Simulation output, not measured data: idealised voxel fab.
process module | voxel wiring stack
cross-section cut | 155 nm wide | cells 5 nm
A cross-section is a grid of square cells, given in bands from the top down. A band is one or more rows of cells.
Each band's line starts with the height of the band's top and of its bottom, in nm. Then come its materials from left to right, each with its width in nm. One material with "throughout" fills the band from edge to edge. "air" is empty space.
Height 0 is the level under which the wafer as received is all one material. The lowest band goes on downwards, as in "0 down".
A width such as "30 to 40" changes by the same amount from each row of cells to the next, from the band's top row to its bottom row.
"no change" after a step means that no cell of the cross-section changed.
closed voids: empty space of 8 cells or more with no open way to the top, each as width x height at its distance from the left edge, in nm
after a step's settings: what the simulator itself notes on the step
overlay nm, on a step with a mask: how far to the right of its planned place the mask lay; to the left if negative
plan
1 op RECEIVE | material Si
2 op CONFORMAL_DEP | material SiO2 | thk nm 15
3 op DIRECTIONAL_DEP | material TiN | thk nm 5
4 op DIRECTIONAL_DEP | material Ru | thk nm 20
5 op PATTERN | tone cover | mask id METAL_1 | material resist | width nm 20 | pitch nm 35 | thk nm 15 | overlay nm 0
6 op DIRECTIONAL_ETCH | etch materials Ru | depth nm 20
7 op DIRECTIONAL_ETCH | etch materials TiN | depth nm 5
8 op STRIP | etch materials resist
9 op CONFORMAL_DEP | material SiN | thk nm 5
10 op FILL_DEP | material SiO2 | thk nm 5
11 op CMP | height nm 40
12 op CONFORMAL_DEP | material SiCN | thk nm 5
13 op DIRECTIONAL_DEP | material SiO2 | thk nm 10
14 op PATTERN | tone open | mask id PLUG_1 | material resist | width nm 15 | pitch nm 70 | thk nm 15 | overlay nm 0
15 op DIRECTIONAL_ETCH | etch materials SiO2 | depth nm 10
16 op DIRECTIONAL_ETCH | etch materials SiCN | depth nm 5
17 op STRIP | etch materials resist
18 op CONFORMAL_DEP | material TiN | thk nm 5
19 op FILL_DEP | material Cu | thk nm 5
20 op CMP | height nm 55
21 op CONFORMAL_DEP | material SiN | thk nm 5
22 op DIRECTIONAL_DEP | material lowk | thk nm 25
23 op DIRECTIONAL_DEP | material aC | thk nm 15
24 op PATTERN | tone open | mask id METAL_2 | material resist | width nm 20 | pitch nm 35 | thk nm 30 | overlay nm 0
25 op DIRECTIONAL_ETCH | etch materials aC | depth nm 15
26 op STRIP | etch materials resist
27 op DIRECTIONAL_ETCH | etch materials lowk | depth nm 25
28 op DIRECTIONAL_ETCH | etch materials SiN | depth nm 5
29 op STRIP | etch materials aC
30 op CONFORMAL_DEP | material TiN | thk nm 5
31 op FILL_DEP | material Cu | thk nm 10
32 op CMP | height nm 85
33 op EPI | material Ru | thk nm 5
34 op FILL_DEP | material SiCN | thk nm 5
35 op DIRECTIONAL_DEP | material SiO2 | thk nm 20
36 op PATTERN | tone open | mask id PLUG_2 | material resist | width nm 15 | pitch nm 35 | thk nm 15 | overlay nm 0
37 op DIRECTIONAL_ETCH | etch materials SiO2 | depth nm 20
38 op DIRECTIONAL_ETCH | etch materials SiCN | depth nm 5
39 op STRIP | etch materials resist
40 op EPI | material Ru | thk nm 10
41 op EPI | material Ru | thk nm 10
42 op EPI | material Ru | thk nm 5
43 op CONFORMAL_DEP | material SiN | thk nm 5
44 op DIRECTIONAL_DEP | material lowk | thk nm 15
45 op MASKED_ETCH | tone open | mask id METAL_3 | width nm 20 | pitch nm 35 | etch materials lowk | depth nm 15 | overlay nm 0
46 op MASKED_ETCH | tone open | mask id METAL_3 | width nm 20 | pitch nm 35 | etch materials SiN | depth nm 5 | overlay nm 0
47 op CONFORMAL_DEP | material TiN | thk nm 5
48 op FILL_DEP | material Cu | thk nm 5
49 op CMP | height nm 135
50 op CONFORMAL_DEP | material SiN | thk nm 5
varied across the wafers: width nm of step 14. The plan shows the first wafer's value. All wafers start alike
first wafer as received, after step 1
  0 down: Si throughout
  closed voids: none
each wafer at the end: cells of each material gained (+) or lost (-) since it was received, then its closed voids
width nm 15 | +52 Cu | +111 Ru | +60 SiCN | +112 SiN | +283 SiO2 | +98 TiN | +152 lowk | closed voids: none
width nm 20 | +56 Cu | +111 Ru | +58 SiCN | +112 SiN | +279 SiO2 | +100 TiN | +152 lowk | closed voids: none
width nm 25 | +60 Cu | +111 Ru | +56 SiCN | +112 SiN | +275 SiO2 | +102 TiN | +152 lowk | closed voids: none
width nm 30 | +64 Cu | +111 Ru | +54 SiCN | +112 SiN | +271 SiO2 | +104 TiN | +152 lowk | closed voids: none
